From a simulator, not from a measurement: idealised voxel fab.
You're looking at the process module voxel air gaps.
cross-section cut | 285 nm wide | cells 5 nm
Cross-section = grid of square cells, listed top down in bands; band = one or more rows.
Within each band entry, the heights of the top and of the bottom of the band appear first, in that order and in nm; the materials of the band then follow from left to right, each with its corresponding width in nm. The designation "throughout" on a single material indicates that it fills the band from edge to edge; the designation "air" indicates empty space.
Heights are expressed relative to 0, this being the level below which the as-received wafer comprises one material exclusively. The lowest band is unbounded in the downward direction and is denoted as in "0 nm and below".
Read "30 to 40" as a graded width: first number on top, second number at the bottom, same change between each pair of neighbouring rows.
A step reported as "no modification" is a step in which no cell of the cross-section changed.
The label "Catalogued sealed voids" introduces a list of the empty spaces, 8 cells or larger, that have no open way up to the top; each entry in it reads width x height at distance, where the distance is taken from the left edge and all three are stated in nm.
Anything after a step's settings on that line? It's the simulator's own note about the step.
The setting "overlay nm" may be written on the line of a step. When the step uses a mask, the value reports how far to the right of the planned place the mask lay, and a negative value reports that it lay to the left.
# The process steps that were planned are listed below
| 1 | RECEIVE,material Si |
| 2 | CONFORMAL_DEP,material SiO2,thk nm 15 |
| 3 | CONFORMAL_DEP,material SiN,thk nm 5 |
| 4 | DIRECTIONAL_DEP,material lowk,thk nm 30 |
| 5 | MASKED_ETCH,tone open,mask id LINES,width nm 20,pitch nm 50,etch materials lowk,depth nm 30,overlay nm 0 |
| 6 | CONFORMAL_DEP,material TiN,thk nm 5 |
| 7 | FILL_DEP,material Cu,thk nm 10 |
| 8 | CMP,height nm 50 |
| 9 | EPI,material Ru,thk nm 10 |
| 10 | SELECTIVE_ETCH,etch materials lowk,depth nm 40 |
| 11 | CONFORMAL_DEP,material SiN,thk nm 5 |
# Wafer at receipt (post step 1), cross-section
- 0 nm and below | Si throughout
- Catalogued sealed voids: none
# Figure: cross-sectional view of the wafer upon completion of the module, processed from the initial state and according to the plan depicted above, with one error introduced during execution
- 75 nm to 70 nm | air: 30  SiN: 220  air: 35
- 70 nm to 50 nm | air: 30  SiN: 5  Ru: 210  SiN: 5  air: 35
- 50 nm to 45 nm | air: 30  SiN: 25  TiN: 5  Cu: 10  TiN: 5  lowk: 30  TiN: 5  Cu: 10  TiN: 5  lowk: 30  TiN: 5  Cu: 10  TiN: 5  lowk: 30  TiN: 5  Cu: 10  TiN: 5  SiN: 25  air: 35
- 45 nm to 25 nm | air: 50  SiN: 5  TiN: 5  Cu: 10  TiN: 5  lowk: 30  TiN: 5  Cu: 10  TiN: 5  lowk: 30  TiN: 5  Cu: 10  TiN: 5  lowk: 30  TiN: 5  Cu: 10  TiN: 5  SiN: 5  air: 55
- 25 nm to 20 nm | SiN: 55  TiN: 20  lowk: 30  TiN: 20  lowk: 30  TiN: 20  lowk: 30  TiN: 20  SiN: 60
- 20 nm to 15 nm | SiN throughout
- 15 nm to 0 nm | SiO2 throughout
- 0 nm and below | Si throughout
- Catalogued sealed voids: none
Error vs. plan: execution of plan step 9 occurred twice
